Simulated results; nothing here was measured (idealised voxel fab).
Herein follows the process module entitled voxel self aligned vias.
Square cells of 5 nm make up the cross-section cut, whose width is 225 nm.
Cross-section format: a grid of square cells, given as bands from top to bottom; each band is one or more rows of cells. Top, bottom (nm), then materials left to right with widths (nm); lone material tagged "full width" fills the whole band edge to edge; "blank" = empty space. Height reference: 0 = level under which incoming wafer is all one material. Lowest band: no bottom, runs on downward, e.g. "z 0 and below". Think of "30..40" as a width that walks from the first number to the second as you go down the band, top row to bottom row, taking equal-sized steps from row to row. "nothing changed" -> step changed no cross-section cell. So "Sealed void listing" is basically the list of trapped voids: any empty space of 8 cells or more that can't reach the top through an opening. They're written width x height at distance, the distance being from the left edge, and it's all nm. If you see something after the settings on a step's line, that's the simulator's own remark about that step. If you see "overlay nm" on a step's line and that step has a mask, it's telling you how far right of where it was planned the mask ended up; a negative number means it went left instead.
-- plan
1 RECEIVE (material Si)
2 CONFORMAL_DEP (material SiO2; thk nm 15)
3 CONFORMAL_DEP (material SiCN; thk nm 5)
4 DIRECTIONAL_DEP (material SiO2; thk nm 25)
5 DIRECTIONAL_DEP (material aC; thk nm 10)
6 PATTERN (tone open; mask id LINES; material resist; width nm 30; pitch nm 55; thk nm 25; overlay nm 0)
7 DIRECTIONAL_ETCH (etch materials aC; depth nm 10)
8 STRIP (etch materials resist)
9 DIRECTIONAL_ETCH (etch materials SiO2; depth nm 25)
10 STRIP (etch materials aC)
11 CONFORMAL_DEP (material TiN; thk nm 5)
12 FILL_DEP (material Ru; thk nm 10)
13 CMP (height nm 45)
14 SELECTIVE_ETCH (etch materials W Ru TiN; depth nm 10)
15 FILL_DEP (material SiN; thk nm 10)
16 CMP (height nm 45)
17 DIRECTIONAL_DEP (material SiO2; thk nm 15)
18 DIRECTIONAL_DEP (material aC; thk nm 15)
19 PATTERN (tone open; mask id VIAS; material resist; width nm 40; thk nm 35; overlay nm 0)
20 DIRECTIONAL_ETCH (etch materials aC; depth nm 15)
21 STRIP (etch materials resist)
22 DIRECTIONAL_ETCH (etch materials SiO2; depth nm 15)
23 DIRECTIONAL_ETCH (etch materials SiN; depth nm 10)
24 STRIP (etch materials aC)
25 CONFORMAL_DEP (material TiN; thk nm 5)
26 FILL_DEP (material Ru; thk nm 10)
27 CMP (height nm 60)
28 CONFORMAL_DEP (material SiN; thk nm 5)
-- Wafer, first of two, run as planned
-- Cross-sectional view of the wafer in its as-received condition, corresponding to the state after step 1
> z 0 and below: Si full width
> Sealed void listing: none
-- Presented here is a cross-section of the wafer after step 2 has been performed
> z 15 to 0: SiO2 full width
> Unchanged below 0.
-- Presented here is a cross-section of the wafer after step 3 has been performed
> z 20 to 15: SiCN full width
> Unchanged below 15.
-- Presented here is a cross-section of the wafer after step 4 has been performed
> z 45 to 20: SiO2 full width
> Unchanged below 20.
-- Presented here is a cross-section of the wafer after step 5 has been performed
> z 55 to 45: aC full width
> Unchanged below 45.
-- Presented here is a cross-section of the wafer after step 6 has been performed
> z 80 to 55: 70 of resist | 30 of blank | 25 of resist | 30 of blank | 70 of resist
> Unchanged below 55.
-- Presented here is a cross-section of the wafer after step 7 has been performed
> z 70 to 55: 70 of resist | 30 of blank | 25 of resist | 30 of blank | 70 of resist
> z 55 to 45: 70 of aC | 30 of blank | 25 of aC | 30 of blank | 70 of aC
> Unchanged below 45.
-- Presented here is a cross-section of the wafer after step 8 has been performed
> z 55 to 45: 70 of aC | 30 of blank | 25 of aC | 30 of blank | 70 of aC
> Unchanged below 45.
-- Presented here is a cross-section of the wafer after step 9 has been performed
> z 55 to 45: 70 of aC | 30 of blank | 25 of aC | 30 of blank | 70 of aC
> z 45 to 20: 70 of SiO2 | 30 of blank | 25 of SiO2 | 30 of blank | 70 of SiO2
> Unchanged below 20.
-- Presented here is a cross-section of the wafer after step 10 has been performed
> z 45 to 20: 70 of SiO2 | 30 of blank | 25 of SiO2 | 30 of blank | 70 of SiO2
> Unchanged below 20.
-- Presented here is a cross-section of the wafer after step 11 has been performed
> z 50 to 45: 75 of TiN | 20 of blank | 35 of TiN | 20 of blank | 75 of TiN
> z 45 to 25: 70 of SiO2 | 5 of TiN | 20 of blank | 5 of TiN | 25 of SiO2 | 5 of TiN | 20 of blank | 5 of TiN | 70 of SiO2
> z 25 to 20: 70 of SiO2 | 30 of TiN | 25 of SiO2 | 30 of TiN | 70 of SiO2
> Unchanged below 20.
-- Presented here is a cross-section of the wafer after step 12 has been performed
> z 60 to 50: Ru full width
> z 50 to 45: 75 of TiN | 20 of Ru | 35 of TiN | 20 of Ru | 75 of TiN
> z 45 to 25: 70 of SiO2 | 5 of TiN | 20 of Ru | 5 of TiN | 25 of SiO2 | 5 of TiN | 20 of Ru | 5 of TiN | 70 of SiO2
> Unchanged below 25.
-- Presented here is a cross-section of the wafer after step 13 has been performed
> z 45 to 25: 70 of SiO2 | 5 of TiN | 20 of Ru | 5 of TiN | 25 of SiO2 | 5 of TiN | 20 of Ru | 5 of TiN | 70 of SiO2
> Unchanged below 25.
-- Presented here is a cross-section of the wafer after step 14 has been performed
> z 45 to 35: 70 of SiO2 | 30 of blank | 25 of SiO2 | 30 of blank | 70 of SiO2
> Unchanged below 35.
-- Presented here is a cross-section of the wafer after step 15 has been performed
> z 55 to 45: SiN full width
> z 45 to 35: 70 of SiO2 | 30 of SiN | 25 of SiO2 | 30 of SiN | 70 of SiO2
> Unchanged below 35.
-- Presented here is a cross-section of the wafer after step 16 has been performed
> z 45 to 35: 70 of SiO2 | 30 of SiN | 25 of SiO2 | 30 of SiN | 70 of SiO2
> Unchanged below 35.
-- Presented here is a cross-section of the wafer after step 17 has been performed
> z 60 to 45: SiO2 full width
> Unchanged below 45.
-- Presented here is a cross-section of the wafer after step 18 has been performed
> z 75 to 60: aC full width
> Unchanged below 60.
-- Presented here is a cross-section of the wafer after step 19 has been performed
> z 110 to 75: 65 of resist | 40 of blank | 120 of resist
> Unchanged below 75.
-- Presented here is a cross-section of the wafer after step 20 has been performed
> z 95 to 75: 65 of resist | 40 of blank | 120 of resist
> z 75 to 60: 65 of aC | 40 of blank | 120 of aC
> Unchanged below 60.
-- Presented here is a cross-section of the wafer after step 21 has been performed
> z 75 to 60: 65 of aC | 40 of blank | 120 of aC
> Unchanged below 60.
-- Presented here is a cross-section of the wafer after step 22 has been performed
> z 75 to 60: 65 of aC | 40 of blank | 120 of aC
> z 60 to 45: 65 of SiO2 | 40 of blank | 120 of SiO2
> Unchanged below 45.
-- Presented here is a cross-section of the wafer after step 23 has been performed
> z 75 to 60: 65 of aC | 40 of blank | 120 of aC
> z 60 to 45: 65 of SiO2 | 40 of blank | 120 of SiO2
> z 45 to 35: 70 of SiO2 | 30 of blank | 25 of SiO2 | 30 of SiN | 70 of SiO2
> Unchanged below 35.
-- Presented here is a cross-section of the wafer after step 24 has been performed
> z 60 to 45: 65 of SiO2 | 40 of blank | 120 of SiO2
> Unchanged below 45.
-- Presented here is a cross-section of the wafer after step 25 has been performed
> z 65 to 60: 70 of TiN | 30 of blank | 125 of TiN
> z 60 to 50: 65 of SiO2 | 5 of TiN | 30 of blank | 5 of TiN | 120 of SiO2
> z 50 to 45: 65 of SiO2 | 10 of TiN | 20 of blank | 10 of TiN | 120 of SiO2
> z 45 to 40: 70 of SiO2 | 5 of TiN | 20 of blank | 5 of TiN | 25 of SiO2 | 30 of SiN | 70 of SiO2
> z 40 to 35: 70 of SiO2 | 30 of TiN | 25 of SiO2 | 30 of SiN | 70 of SiO2
> Unchanged below 35.
-- Presented here is a cross-section of the wafer after step 26 has been performed
> z 75 to 65: Ru full width
> z 65 to 60: 70 of TiN | 30 of Ru | 125 of TiN
> z 60 to 50: 65 of SiO2 | 5 of TiN | 30 of Ru | 5 of TiN | 120 of SiO2
> z 50 to 45: 65 of SiO2 | 10 of TiN | 20 of Ru | 10 of TiN | 120 of SiO2
> z 45 to 40: 70 of SiO2 | 5 of TiN | 20 of Ru | 5 of TiN | 25 of SiO2 | 30 of SiN | 70 of SiO2
> Unchanged below 40.
-- Presented here is a cross-section of the wafer after step 27 has been performed
> z 60 to 50: 65 of SiO2 | 5 of TiN | 30 of Ru | 5 of TiN | 120 of SiO2
> Unchanged below 50.
-- Presented here is a cross-section of the wafer after step 28 has been performed
> z 65 to 60: SiN full width
> Unchanged below 60.
-- Second wafer, same starting state and plan as the first, one mistake in the run, identical through step 5
-- The second wafer cut through, at the time step 6 was supposed to be finished
> z 80 to 55: 60 of resist | 30 of blank | 25 of resist | 30 of blank | 80 of resist
> Unchanged below 55.
-- The second wafer cut through, at the time step 7 was supposed to be finished
> z 70 to 55: 60 of resist | 30 of blank | 25 of resist | 30 of blank | 80 of resist
> z 55 to 45: 60 of aC | 30 of blank | 25 of aC | 30 of blank | 80 of aC
> Unchanged below 45.
-- The second wafer cut through, at the time step 8 was supposed to be finished
> z 55 to 45: 60 of aC | 30 of blank | 25 of aC | 30 of blank | 80 of aC
> Unchanged below 45.
-- The second wafer cut through, at the time step 9 was supposed to be finished
> z 55 to 45: 60 of aC | 30 of blank | 25 of aC | 30 of blank | 80 of aC
> z 45 to 20: 60 of SiO2 | 30 of blank | 25 of SiO2 | 30 of blank | 80 of SiO2
> Unchanged below 20.
-- The second wafer cut through, at the time step 10 was supposed to be finished
> z 45 to 20: 60 of SiO2 | 30 of blank | 25 of SiO2 | 30 of blank | 80 of SiO2
> Unchanged below 20.
-- The second wafer cut through, at the time step 11 was supposed to be finished
> z 50 to 45: 65 of TiN | 20 of blank | 35 of TiN | 20 of blank | 85 of TiN
> z 45 to 25: 60 of SiO2 | 5 of TiN | 20 of blank | 5 of TiN | 25 of SiO2 | 5 of TiN | 20 of blank | 5 of TiN | 80 of SiO2
> z 25 to 20: 60 of SiO2 | 30 of TiN | 25 of SiO2 | 30 of TiN | 80 of SiO2
> Unchanged below 20.
-- The second wafer cut through, at the time step 12 was supposed to be finished
> z 60 to 50: Ru full width
> z 50 to 45: 65 of TiN | 20 of Ru | 35 of TiN | 20 of Ru | 85 of TiN
> z 45 to 25: 60 of SiO2 | 5 of TiN | 20 of Ru | 5 of TiN | 25 of SiO2 | 5 of TiN | 20 of Ru | 5 of TiN | 80 of SiO2
> Unchanged below 25.
-- The second wafer cut through, at the time step 13 was supposed to be finished
> z 45 to 25: 60 of SiO2 | 5 of TiN | 20 of Ru | 5 of TiN | 25 of SiO2 | 5 of TiN | 20 of Ru | 5 of TiN | 80 of SiO2
> Unchanged below 25.
-- The second wafer cut through, at the time step 14 was supposed to be finished
> z 45 to 35: 60 of SiO2 | 30 of blank | 25 of SiO2 | 30 of blank | 80 of SiO2
> Unchanged below 35.
-- The second wafer cut through, at the time step 15 was supposed to be finished
> z 55 to 45: SiN full width
> z 45 to 35: 60 of SiO2 | 30 of SiN | 25 of SiO2 | 30 of SiN | 80 of SiO2
> Unchanged below 35.
-- The second wafer cut through, at the time step 16 was supposed to be finished
> z 45 to 35: 60 of SiO2 | 30 of SiN | 25 of SiO2 | 30 of SiN | 80 of SiO2
> Unchanged below 35.
-- The second wafer cut through, at the time step 17 was supposed to be finished
> z 60 to 45: SiO2 full width
> Unchanged below 45.
-- The second wafer cut through, at the time step 18 was supposed to be finished
> z 75 to 60: aC full width
> Unchanged below 60.
-- The second wafer cut through, at the time step 19 was supposed to be finished
> z 110 to 75: 65 of resist | 40 of blank | 120 of resist
> Unchanged below 75.
-- The second wafer cut through, at the time step 20 was supposed to be finished
> z 95 to 75: 65 of resist | 40 of blank | 120 of resist
> z 75 to 60: 65 of aC | 40 of blank | 120 of aC
> Unchanged below 60.
-- The second wafer cut through, at the time step 21 was supposed to be finished
> z 75 to 60: 65 of aC | 40 of blank | 120 of aC
> Unchanged below 60.
-- The second wafer cut through, at the time step 22 was supposed to be finished
> z 75 to 60: 65 of aC | 40 of blank | 120 of aC
> z 60 to 45: 65 of SiO2 | 40 of blank | 120 of SiO2
> Unchanged below 45.
-- The second wafer cut through, at the time step 23 was supposed to be finished
> z 75 to 60: 65 of aC | 40 of blank | 120 of aC
> z 60 to 45: 65 of SiO2 | 40 of blank | 120 of SiO2
> z 45 to 35: 60 of SiO2 | 5 of SiN | 25 of blank | 25 of SiO2 | 30 of SiN | 80 of SiO2
> Unchanged below 35.
-- The second wafer cut through, at the time step 24 was supposed to be finished
> z 60 to 45: 65 of SiO2 | 40 of blank | 120 of SiO2
> Unchanged below 45.
-- The second wafer cut through, at the time step 25 was supposed to be finished
> z 65 to 60: 70 of TiN | 30 of blank | 125 of TiN
> z 60 to 50: 65 of SiO2 | 5 of TiN | 30 of blank | 5 of TiN | 120 of SiO2
> z 50 to 45: 65 of SiO2 | 5 of TiN | 15 of blank | 20 of TiN | 120 of SiO2
> z 45 to 40: 60 of SiO2 | 5 of SiN | 5 of TiN | 15 of blank | 5 of TiN | 25 of SiO2 | 30 of SiN | 80 of SiO2
> z 40 to 35: 60 of SiO2 | 5 of SiN | 25 of TiN | 25 of SiO2 | 30 of SiN | 80 of SiO2
> Unchanged below 35.
-- The second wafer cut through, at the time step 26 was supposed to be finished
> z 75 to 65: Ru full width
> z 65 to 60: 70 of TiN | 30 of Ru | 125 of TiN
> z 60 to 50: 65 of SiO2 | 5 of TiN | 30 of Ru | 5 of TiN | 120 of SiO2
> z 50 to 45: 65 of SiO2 | 5 of TiN | 15 of Ru | 20 of TiN | 120 of SiO2
> z 45 to 40: 60 of SiO2 | 5 of SiN | 5 of TiN | 15 of Ru | 5 of TiN | 25 of SiO2 | 30 of SiN | 80 of SiO2
> Unchanged below 40.
-- The second wafer cut through, at the time step 27 was supposed to be finished
> z 60 to 50: 65 of SiO2 | 5 of TiN | 30 of Ru | 5 of TiN | 120 of SiO2
> Unchanged below 50.
-- The second wafer cut through, at the time step 28 was supposed to be finished
> z 65 to 60: SiN full width
> Unchanged below 60.
What broke from the plan during processing? step 6 did not happen as planned, as run it was PATTERN (tone open; mask id LINES; material resist; width nm 30; pitch nm 55; thk nm 25; overlay nm -10)
Per the end-of-run cell counts, the second wafer holds more or fewer of some materials than the first: Ru -2; SiN +2
